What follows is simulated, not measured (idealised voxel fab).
This section sets out a process module, namely voxel transistor to metal.
Pictured: cross-section cut, 145 nm wide, on a grid of 5 nm square cells.
Bands, listed from the top down, are how a cross-section gets written in this document; the cross-section itself is a grid of square cells, and a band is one or more rows of them.
Read a band's entry like this: the first values are the height of its top and the height of its bottom in nm, and what follows is the sequence of materials from left to right, each with its width in nm. Note that "blank" is empty space, and that a single material marked "throughout" reaches across the band from edge to edge.
A quick word on heights: they are counted from 0, and under that level the wafer as it came to us is one material throughout. The lowest band is different from the rest in having no bottom; it simply continues downward, written as in "top 0, no bottom".
With a width like "30 to 40", each row of cells in the band differs from the next by the same amount, the top row carrying the first number and the bottom row the second.
"changes: none" for a step: no cell of the cross-section changed in that step.
If an empty space has no open way to the top and is at least 8 cells in size, "Voids, enclosed" lists it, written width x height at distance, where distance is measured from the left edge and every value is in nm.
Step line, after settings: the simulator's comment on this step.
You can add "overlay nm" to a step's line. For a step with a mask, it describes how far the mask lay to the right of its planned position, and a negative number describes a lay to the left.
# Listed below are the process steps as planned
1,op RECEIVE | material Si
2,op CONFORMAL_DEP | material SiO2 | thk nm 5
3,op CONFORMAL_DEP | material SiN | thk nm 10
4,op DIRECTIONAL_DEP | material aC | thk nm 10
5,op PATTERN | tone cover | mask id ACTIVE | material resist | width nm 105 | thk nm 25 | overlay nm 0
6,op DIRECTIONAL_ETCH | etch materials aC | depth nm 10
7,op STRIP | etch materials resist
8,op DIRECTIONAL_ETCH | etch materials SiN | depth nm 10
9,op DIRECTIONAL_ETCH | etch materials SiO2 | depth nm 5
10,op DIRECTIONAL_ETCH | etch materials Si | depth nm 25
11,op STRIP | etch materials aC
12,op FILL_DEP | material SiO2 | thk nm 15
13,op CMP | height nm 15
14,op SELECTIVE_ETCH | etch materials SiO2 | depth nm 5
15,op STRIP | etch materials SiN
16,op SELECTIVE_ETCH | etch materials SiO2 | depth nm 5
17,op OXIDIZE | depth nm 5
18,op DIRECTIONAL_DEP | material polySi | thk nm 30
19,op DIRECTIONAL_DEP | material SiCN | thk nm 10
20,op MASKED_ETCH | tone cover | mask id GATE | width nm 25 | etch materials SiCN | depth nm 20 | overlay nm 0
21,op MASKED_ETCH | tone cover | mask id GATE | width nm 25 | etch materials polySi | depth nm 40 | overlay nm 0
22,op CONFORMAL_DEP | material SiO2 | thk nm 5
23,op DIRECTIONAL_ETCH | etch materials SiO2 | depth nm 5
24,op CONFORMAL_DEP | material SiN | thk nm 10
25,op DIRECTIONAL_ETCH | etch materials SiN | depth nm 10
26,op DIRECTIONAL_ETCH | etch materials SiO2 | depth nm 5
27,op DIRECTIONAL_ETCH | etch materials Si | depth nm 5
28,op EPI | material nSi | thk nm 10
29,op FILL_DEP | material SiO2 | thk nm 10
30,op CMP | height nm 40
31,op DIRECTIONAL_DEP | material SiO2 | thk nm 15
32,op MASKED_ETCH | tone open | mask id CONTACT | width nm 15 | pitch nm 80 | etch materials SiO2 | depth nm 50 | overlay nm 0
33,op CONFORMAL_DEP | material TiN | thk nm 5
34,op FILL_DEP | material Ru | thk nm 10
35,op CMP | height nm 55
36,op CONFORMAL_DEP | material SiCN | thk nm 5
37,op DIRECTIONAL_DEP | material lowk | thk nm 25
38,op DIRECTIONAL_DEP | material aC | thk nm 15
39,op PATTERN | tone open | mask id METAL_1 | material resist | width nm 15 | pitch nm 80 | thk nm 30 | overlay nm 0
40,op DIRECTIONAL_ETCH | etch materials aC | depth nm 15
41,op STRIP | etch materials resist
42,op DIRECTIONAL_ETCH | etch materials lowk | depth nm 25
43,op DIRECTIONAL_ETCH | etch materials SiCN | depth nm 5
44,op STRIP | etch materials aC
45,op CONFORMAL_DEP | material TiN | thk nm 5
46,op FILL_DEP | material Cu | thk nm 10
47,op CMP | height nm 85
48,op CONFORMAL_DEP | material SiCN | thk nm 5
49,op DIRECTIONAL_DEP | material SiO2 | thk nm 25
50,op DIRECTIONAL_DEP | material aC | thk nm 10
51,op PATTERN | tone open | mask id METAL_2 | material resist | width nm 15 | pitch nm 80 | thk nm 30 | overlay nm 0
52,op DIRECTIONAL_ETCH | etch materials aC | depth nm 10
53,op STRIP | etch materials resist
54,op DIRECTIONAL_ETCH | etch materials SiO2 | depth nm 15
55,op STRIP | etch materials aC
56,op DIRECTIONAL_DEP | material aC | thk nm 15
57,op PATTERN | tone open | mask id METAL_2_HOLES | material resist | width nm 15 | pitch nm 80 | thk nm 30 | overlay nm 0
58,op DIRECTIONAL_ETCH | etch materials aC | depth nm 15
59,op STRIP | etch materials resist
60,op DIRECTIONAL_ETCH | etch materials SiO2 | depth nm 10
61,op DIRECTIONAL_ETCH | etch materials SiCN | depth nm 5
62,op STRIP | etch materials aC
63,op CONFORMAL_DEP | material TiN | thk nm 5
64,op FILL_DEP | material Cu | thk nm 10
65,op CMP | height nm 115
66,op CONFORMAL_DEP | material SiCN | thk nm 5
Same starting wafers, different width nm at step 51. Plan value belongs to the first wafer.
# Incoming state of the first of several wafers in cross-section: after step 1
    top 0, no bottom: Si throughout
    Voids, enclosed: none
# Each row below is a wafer at the end of the module, listing for every material the number of cells it has gained (+) or lost (-) since it was received, followed by its closed voids
width nm 15, +20 Cu, +18 Ru, -67 Si, +85 SiCN, +36 SiN, +347 SiO2, +94 TiN, +115 lowk, +18 nSi, +30 polySi, Voids, enclosed: none
width nm 20, +24 Cu, +18 Ru, -67 Si, +85 SiCN, +36 SiN, +341 SiO2, +96 TiN, +115 lowk, +18 nSi, +30 polySi, Voids, enclosed: none
width nm 25, +28 Cu, +18 Ru, -67 Si, +85 SiCN, +36 SiN, +335 SiO2, +98 TiN, +115 lowk, +18 nSi, +30 polySi, Voids, enclosed: none
width nm 30, +32 Cu, +18 Ru, -67 Si, +85 SiCN, +36 SiN, +329 SiO2, +100 TiN, +115 lowk, +18 nSi, +30 polySi, Voids, enclosed: none
